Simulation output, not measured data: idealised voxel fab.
Process module name: voxel double patterning
The cross-section on display is named cut; it measures 260 nm wide, and its cells are 5 nm squares.
For the purposes of this document, a cross-section shall be understood as a grid of square cells, specified as bands listed in top-to-bottom order, each band consisting of one or more rows of cells.
For a band, the entry starts with two heights in nm, that of the top and then that of the bottom, and carries on with the band's materials in order from left to right, each alongside its width in nm; the word "all across" beside a single material means it fills the band edge to edge, and "empty" means empty space.
All heights in this document are referenced to 0, defined as the level beneath which the wafer, as received, consists entirely of one material. The lowest band is not bounded below; it extends indefinitely downward and is written in the form "0..down".
The width entry "30 to 40" should be interpreted row by row: the top row of cells in the band takes the first number, the bottom row takes the second number, and the change between adjacent rows is uniform throughout.
A step reported as "nothing different" is a step in which no cell of the cross-section changed.
"Fully closed voids" contains a list of empty spaces, each no smaller than 8 cells and without an open way to the top, written in the form width x height at distance with the distance from the left edge and all three in nm.
That trailing text on a step's line, after the settings, is the simulator's own remark on the step.
Among the settings permitted on a step's line is "overlay nm"; applied to a step with a mask, it specifies the extent to which the mask lay to the right of its planned position, whereas a negative figure signifies a position to the left.
## This section lists the process steps that were planned
1,RECEIVE | material Si
2,CONFORMAL_DEP | material SiO2 | thk nm 10
3,DIRECTIONAL_DEP | material TiN | thk nm 15
4,DIRECTIONAL_DEP | material SiCN | thk nm 5
5,MASKED_ETCH | tone open | mask id FIRST | width nm 15 | pitch nm 50 | etch materials SiCN | depth nm 5 | overlay nm 0
6,DIRECTIONAL_DEP | material aC | thk nm 15
7,PATTERN | tone open | mask id SECOND | material resist | width nm 15 | pitch nm 50 | thk nm 35 | overlay nm 0
8,DIRECTIONAL_ETCH | etch materials aC | depth nm 15
9,STRIP | etch materials resist
10,DIRECTIONAL_ETCH | etch materials SiCN | depth nm 5
11,STRIP | etch materials aC
12,DIRECTIONAL_ETCH | etch materials TiN | depth nm 15
13,STRIP | etch materials SiCN
## So, the first of our two wafers, run just as we planned it
## Incoming wafer, cross-sectional view, post step 1
* 0..down  Si all across
* Fully closed voids: none
## So this is the wafer cross-section right after step 2
* 10..0  SiO2 all across
* Everything below 0 is unchanged.
## So this is the wafer cross-section right after step 3
* 25..10  TiN all across
* Everything below 10 is unchanged.
## So this is the wafer cross-section right after step 4
* 30..25  SiCN all across
* Everything below 25 is unchanged.
## So this is the wafer cross-section right after step 5
* 30..25  SiCN (70); empty (15); SiCN (35); empty (15); SiCN (35); empty (15); SiCN (75)
* Everything below 25 is unchanged.
## So this is the wafer cross-section right after step 6
* 45..40  aC (70); empty (15); aC (35); empty (15); aC (35); empty (15); aC (75)
* 40..30  aC all across
* 30..25  SiCN (70); aC (15); SiCN (35); aC (15); SiCN (35); aC (15); SiCN (75)
* Everything below 25 is unchanged.
## So this is the wafer cross-section right after step 7
* 80..45  resist (95); empty (15); resist (35); empty (15); resist (100)
* 45..40  aC (70); resist (15); aC (35); resist (15); aC (35); resist (15); aC (75)
* Everything below 40 is unchanged.
## So this is the wafer cross-section right after step 8
* 65..45  resist (95); empty (15); resist (35); empty (15); resist (100)
* 45..40  aC (70); resist (15); aC (10); empty (15); aC (10); resist (15); aC (10); empty (15); aC (10); resist (15); aC (75)
* 40..30  aC (95); empty (15); aC (35); empty (15); aC (100)
* Everything below 30 is unchanged.
## So this is the wafer cross-section right after step 9
* 45..40  aC (70); empty (15); aC (10); empty (15); aC (10); empty (15); aC (10); empty (15); aC (10); empty (15); aC (75)
* Everything below 40 is unchanged.
## So this is the wafer cross-section right after step 10
* 45..40  aC (70); empty (15); aC (10); empty (15); aC (10); empty (15); aC (10); empty (15); aC (10); empty (15); aC (75)
* 40..30  aC (95); empty (15); aC (35); empty (15); aC (100)
* 30..25  SiCN (70); aC (15); SiCN (10); empty (15); SiCN (10); aC (15); SiCN (10); empty (15); SiCN (10); aC (15); SiCN (75)
* Everything below 25 is unchanged.
## So this is the wafer cross-section right after step 11
* 30..25  SiCN (70); empty (15); SiCN (10); empty (15); SiCN (10); empty (15); SiCN (10); empty (15); SiCN (10); empty (15); SiCN (75)
* Everything below 25 is unchanged.
## So this is the wafer cross-section right after step 12
* 30..25  SiCN (70); empty (15); SiCN (10); empty (15); SiCN (10); empty (15); SiCN (10); empty (15); SiCN (10); empty (15); SiCN (75)
* 25..10  TiN (70); empty (15); TiN (10); empty (15); TiN (10); empty (15); TiN (10); empty (15); TiN (10); empty (15); TiN (75)
* Everything below 10 is unchanged.
## So this is the wafer cross-section right after step 13
* 25..10  TiN (70); empty (15); TiN (10); empty (15); TiN (10); empty (15); TiN (10); empty (15); TiN (10); empty (15); TiN (75)
* Everything below 10 is unchanged.
## Wafer two: like wafer one in start and plan, but with one mistake in execution; identical up to and including step 5
## The second wafer cut through, at the time step 6 was supposed to be finished
* 45..40  SiO2 (70); empty (15); SiO2 (35); empty (15); SiO2 (35); empty (15); SiO2 (75)
* 40..30  SiO2 all across
* 30..25  SiCN (70); SiO2 (15); SiCN (35); SiO2 (15); SiCN (35); SiO2 (15); SiCN (75)
* Everything below 25 is unchanged.
## The second wafer cut through, at the time step 7 was supposed to be finished
* 80..45  resist (95); empty (15); resist (35); empty (15); resist (100)
* 45..40  SiO2 (70); resist (15); SiO2 (35); resist (15); SiO2 (35); resist (15); SiO2 (75)
* Everything below 40 is unchanged.
## The second wafer cut through, at the time step 8 was supposed to be finished
* 65..45  resist (95); empty (15); resist (35); empty (15); resist (100)
* Everything below 45 is unchanged.
## The second wafer cut through, at the time step 9 was supposed to be finished
* 45..40  SiO2 (70); empty (15); SiO2 (35); empty (15); SiO2 (35); empty (15); SiO2 (75)
* Everything below 40 is unchanged.
The second wafer cut through, at the time step 10 was supposed to be finished: nothing different
The second wafer cut through, at the time step 11 was supposed to be finished: nothing different
The second wafer cut through, at the time step 12 was supposed to be finished: nothing different
The second wafer cut through, at the time step 13 was supposed to be finished: nothing different
Where did the run depart from the plan? step 6 ran differently from the plan; actual operation with settings: DIRECTIONAL_DEP | material SiO2 | thk nm 15
at the end the second wafer has, in cells: SiCN +43; SiO2 +156; TiN +45
